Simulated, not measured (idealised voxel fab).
Process module under the name voxel released beams
The cross-section shown here is cut; it is 245 nm wide and divided into square cells measuring 5 nm on a side.
In what follows, cross-sections appear as grids of square cells, described through bands that run from the top down, where every band is one or more rows of cells. Top, bottom (nm), then materials left to right with widths (nm); lone material tagged "all across" fills the whole band edge to edge; "empty" = empty space. Beneath 0, the wafer as received is one material, and that level is where height counting begins. The lowest band goes on downward without a bottom; it is written like "top 0, no bottom". A two-number width, for instance "30->40", indicates that the width is equal to the first number in the top row of the band and to the second number in the bottom row, and that it changes by a constant amount per row of cells. It should be understood that the words "no alterations made", when stated for a given step, signify that the cross-section underwent no change in any of its cells during that step. Enclosed voids (no open way to top), threshold 8 cells or more, entry "Sealed voids", notation width x height at distance, distance from left edge, nm. Note: text after step settings on the step line = simulator remark on that step. Among the settings permitted on a step's line is "overlay nm"; applied to a step with a mask, it specifies the extent to which the mask lay to the right of its planned position, whereas a negative figure signifies a position to the left.

# plan
1) RECEIVE with material Si
2) CONFORMAL_DEP with material SiN, thk nm 5
3) DIRECTIONAL_DEP with material SiO2, thk nm 10
4) DIRECTIONAL_DEP with material aC, thk nm 15
5) PATTERN with tone open, mask id ANCHOR, material resist, width nm 35, thk nm 35, overlay nm 0
6) DIRECTIONAL_ETCH with etch materials aC, depth nm 15
7) STRIP with etch materials resist
8) DIRECTIONAL_ETCH with etch materials SiO2, depth nm 10
9) STRIP with etch materials aC
10) CONFORMAL_DEP with material polySi, thk nm 15
11) PATTERN with tone cover, mask id BEAM, material resist, width nm 110, thk nm 15, overlay nm 0
12) DIRECTIONAL_ETCH with etch materials polySi, depth nm 15
13) STRIP with etch materials resist
14) STRIP with etch materials SiO2

# As-received wafer cross-section (after step 1)
    top 0, no bottom: Si all across
    Sealed voids: none

# Cross-section, end of module. Start: as above. Plan: as above. Execution: one mistake
    top 30, bottom 15: empty (65) | polySi (110) | empty (70)
    top 15, bottom 10: SiN all across
    top 10, bottom 0: SiO2 all across
    top 0, no bottom: Si all across
    Sealed voids: none
So what did we get wrong on this run? plan steps 2 and 3 run swapped
